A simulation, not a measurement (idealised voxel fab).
process module | voxel plated lines
cross-section cut | 245 nm wide | cells 5 nm
A cross-section is a grid of square cells, given in bands from the top down. A band is one or more rows of cells.
Each band's line starts with the height of the band's top and of its bottom, in nm. Then come its materials from left to right, each with its width in nm. One material with "throughout" fills the band from edge to edge. "air" is empty space.
Height 0 is the level under which the wafer as received is all one material. The lowest band goes on downwards, as in "0 down".
A width such as "30 to 40" changes by the same amount from each row of cells to the next, from the band's top row to its bottom row.
"no change" after a step means that no cell of the cross-section changed.
closed voids: empty space of 8 cells or more with no open way to the top, each as width x height at its distance from the left edge, in nm
after a step's settings: what the simulator itself notes on the step
overlay nm, on a step with a mask: how far to the right of its planned place the mask lay; to the left if negative
plan
1 op RECEIVE | material Si
2 op CONFORMAL_DEP | material SiO2 | thk nm 10
3 op DIRECTIONAL_DEP | material TiN | thk nm 5
4 op PATTERN | tone open | mask id LINES | material resist | width nm 15 | pitch nm 35 | thk nm 25 | overlay nm 0
5 op EPI | material Ru | thk nm 5
6 op EPI | material Ru | thk nm 10
7 op STRIP | etch materials resist
8 op DIRECTIONAL_ETCH | etch materials TiN | depth nm 5
9 op CONFORMAL_DEP | material SiCN | thk nm 5
as received, after step 1
  0 down: Si throughout
  closed voids: none
a wafer at the end: this start, this plan, one mistake
  45 to 40: air 90 | SiCN 25 | air 10 | SiCN 25 | air 95
  40 to 25: air 90 | SiCN 5 | Ru 15 | SiCN 5 | air 10 | SiCN 5 | Ru 15 | SiCN 5 | air 95
  25 to 20: SiCN 95 | TiN 15 | SiCN 20 | TiN 15 | SiCN 100
  20 to 10: TiN throughout
  10 to 0: SiO2 throughout
  0 down: Si throughout
  closed voids: none
what went wrong: step 3 ran as: op DIRECTIONAL_DEP | material TiN | thk nm 15
